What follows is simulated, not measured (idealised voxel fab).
process module | voxel ribs on slabs
cross-section cut | 245 nm wide | cells 5 nm
A cross-section is a grid of square cells, given in bands from the top down. A band is one or more rows of cells.
Each band's line starts with the height of the band's top and of its bottom, in nm. Then come its materials from left to right, each with its width in nm. One material with "throughout" fills the band from edge to edge. "air" is empty space.
Height 0 is the level under which the wafer as received is all one material. The lowest band goes on downwards, as in "0 down".
A width such as "30 to 40" changes by the same amount from each row of cells to the next, from the band's top row to its bottom row.
"no change" after a step means that no cell of the cross-section changed.
closed voids: empty space of 8 cells or more with no open way to the top, each as width x height at its distance from the left edge, in nm
after a step's settings: what the simulator itself notes on the step
overlay nm, on a step with a mask: how far to the right of its planned place the mask lay; to the left if negative
plan
1 op RECEIVE | material Si
2 op DIRECTIONAL_DEP | material SiO2 | thk nm 20
3 op DIRECTIONAL_DEP | material polySi | thk nm 25
4 op MASKED_ETCH | tone cover | mask id RIB | width nm 30 | etch materials polySi | depth nm 5 | overlay nm 0
5 op DIRECTIONAL_DEP | material aC | thk nm 15
6 op PATTERN | tone cover | mask id SLAB | material resist | width nm 70 | thk nm 30 | overlay nm 0
7 op DIRECTIONAL_ETCH | etch materials aC | depth nm 15
8 op STRIP | etch materials resist
9 op DIRECTIONAL_ETCH | etch materials polySi | depth nm 20
10 op STRIP | etch materials aC
11 op FILL_DEP | material SiO2 | thk nm 25
12 op CMP | height nm 65
13 op DIRECTIONAL_DEP | material W | thk nm 10
14 op PATTERN | tone cover | mask id HEATER | material resist | width nm 30 | thk nm 15 | overlay nm 0
15 op DIRECTIONAL_ETCH | etch materials W | depth nm 10
16 op STRIP | etch materials resist
17 op CONFORMAL_DEP | material SiO2 | thk nm 10
varied across the wafers: width nm of step 14. The plan shows the first wafer's value. All wafers start alike
first wafer as received, after step 1
  0 down: Si throughout
  closed voids: none
first wafer at the end, after step 17
  85 to 75: air 95 | SiO2 50 | air 100
  75 to 65: SiO2 105 | W 30 | SiO2 110
  65 to 45: SiO2 throughout
  45 to 40: SiO2 105 | polySi 30 | SiO2 110
  40 to 20: SiO2 85 | polySi 70 | SiO2 90
  20 to 0: SiO2 throughout
  0 down: Si throughout
  closed voids: none
last wafer at the end
  85 to 75: air 85 | SiO2 75 | air 85
  75 to 65: SiO2 95 | W 55 | SiO2 95
  65 to 45: SiO2 throughout
  45 to 40: SiO2 105 | polySi 30 | SiO2 110
  40 to 20: SiO2 85 | polySi 70 | SiO2 90
  20 to 0: SiO2 throughout
  0 down: Si throughout
  closed voids: none
each wafer at the end: cells of each material gained (+) or lost (-) since it was received, then its closed voids
width nm 30 | +681 SiO2 | +12 W | +62 polySi | closed voids: none
width nm 35 | +681 SiO2 | +14 W | +62 polySi | closed voids: none
width nm 40 | +681 SiO2 | +16 W | +62 polySi | closed voids: none
width nm 45 | +681 SiO2 | +18 W | +62 polySi | closed voids: none
width nm 50 | +681 SiO2 | +20 W | +62 polySi | closed voids: none
width nm 55 | +681 SiO2 | +22 W | +62 polySi | closed voids: none
